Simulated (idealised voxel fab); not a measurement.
The name of this process module is voxel quadruple lines.
In the cross-section labelled cut, the width is 290 nm and each square cell is 5 nm.
How to read a cross-section here: the picture is a grid of square cells, written as bands going from the top down, and any band can span one or more rows of cells. Band: top height; bottom height; in nm. Then, left to right: material with width in nm, for each material. "full width": a single material spanning edge to edge. "blank": empty space. Counting heights begins at 0, where everything beneath is, in the wafer as received, one material. The lowest band has no bottom; it goes on downwards, as "top 0, no bottom" shows. It should be noted that a width expressed as "30 to 40" varies in equal increments from row to row of cells within the band, taking the value of the first number at the top row and that of the second number at the bottom row. "everything unchanged" -> step changed no cross-section cell. In "Closed void inventory" the enclosed voids are listed, meaning empty spaces of 8 cells or larger without any opening to the top. The form is width x height at distance, distance from the left edge, units nm. Post-settings text on a step line: simulator's own remark regarding the step. "overlay nm" on a masked step: distance the mask lay right of its planned place, negative for left.
# plan
1) RECEIVE with material Si
2) CONFORMAL_DEP with material SiO2, thk nm 10
3) DIRECTIONAL_DEP with material Ru, thk nm 10
4) DIRECTIONAL_DEP with material polySi, thk nm 15
5) DIRECTIONAL_DEP with material aC, thk nm 20
6) PATTERN with tone cover, mask id MANDREL, material resist, width nm 20, thk nm 25, overlay nm 0
7) DIRECTIONAL_ETCH with etch materials aC, depth nm 20
8) STRIP with etch materials resist
9) CONFORMAL_DEP with material SiO2, thk nm 10
10) DIRECTIONAL_ETCH with etch materials SiO2, depth nm 10
11) STRIP with etch materials aC
12) DIRECTIONAL_ETCH with etch materials polySi, depth nm 15
13) STRIP with etch materials SiO2
14) CONFORMAL_DEP with material SiCN, thk nm 5
15) DIRECTIONAL_ETCH with etch materials SiCN, depth nm 5
16) STRIP with etch materials polySi
17) DIRECTIONAL_ETCH with etch materials Ru, depth nm 10
18) STRIP with etch materials SiCN
19) FILL_DEP with material SiO2, thk nm 10
20) CMP with height nm 20
# So this is the incoming wafer in cross-section - it's already been through step 1
top 0, no bottom: Si full width
Closed void inventory: none
# The cross-section shown corresponds to the wafer at the conclusion of the module. The initial structure and the process plan are those presented above; however, one mistake occurred in executing the plan
top 20, bottom 10: 120 of SiO2; 5 of Ru; 10 of SiO2; 5 of Ru; 15 of SiO2; 5 of Ru; 10 of SiO2; 5 of Ru; 115 of SiO2
top 10, bottom 0: SiO2 full width
top 0, no bottom: Si full width
Closed void inventory: none
Error vs. plan: contrary to plan, step 6 was performed as PATTERN with tone cover, mask id MANDREL, material resist, width nm 25, thk nm 25, overlay nm 0
